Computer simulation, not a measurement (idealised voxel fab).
Documented hereafter: the process module known as voxel released beams.
The figure presents cross-section cut, which has a width of 290 nm and is divided into square cells with an edge length of 5 nm.
In what follows, cross-sections appear as grids of square cells, described through bands that run from the top down, where every band is one or more rows of cells. What a band's entry tells you: where the top is and where the bottom is, as heights in nm, and after that what lies inside, material by material from left to right, each with its width in nm. Empty space is written as the word "air", and a single material marked with the word "everywhere" occupies the band from edge to edge. Measure heights from 0. That's the level where, below it, the as-received wafer is all one material. The lowest band is bottomless and extends downward; write it as in "0..down". Width: "30->40" (first number = top row, second number = bottom row, same change from row to row of cells). Basically "all unchanged" means that step didn't change any cell in the cross-section. "Closed void table" enumerates empty spaces isolated from the top, with no open way to it, that contain at least 8 cells, giving each as width x height at distance from the left edge, all three in nm. Anything after a step's settings on that line? It's the simulator's own note about the step. overlay nm: step with mask; distance mask lay right of planned place; negative value = left of planned place.

So here's the lineup of process steps we planned:
1,RECEIVE: material Si
2,CONFORMAL_DEP: material SiN, thk nm 5
3,DIRECTIONAL_DEP: material SiO2, thk nm 15
4,DIRECTIONAL_DEP: material aC, thk nm 10
5,PATTERN: tone open, mask id ANCHOR, material resist, width nm 35, thk nm 25, overlay nm 0
6,DIRECTIONAL_ETCH: etch materials aC, depth nm 10
7,STRIP: etch materials resist
8,DIRECTIONAL_ETCH: etch materials SiO2, depth nm 15
9,STRIP: etch materials aC
10,CONFORMAL_DEP: material TiN, thk nm 15
11,PATTERN: tone cover, mask id BEAM, material resist, width nm 95, thk nm 20, overlay nm 0
12,DIRECTIONAL_ETCH: etch materials TiN, depth nm 15
13,STRIP: etch materials resist
14,STRIP: etch materials SiO2

Wafer as received: cross-section following step 1:
  0..down: Si everywhere
  Closed void table: none

Wafer at module end, in section. Began as above, planned as above, run with one mistake:
  35..20: 95 air | 95 TiN | 100 air
  20..5: TiN everywhere
  5..0: SiN everywhere
  0..down: Si everywhere
  Closed void table: none
In executing the process, a mistake was made relative to the plan: in deviation from the planned setting, step 3 was conducted as DIRECTIONAL_DEP: material TiN, thk nm 15
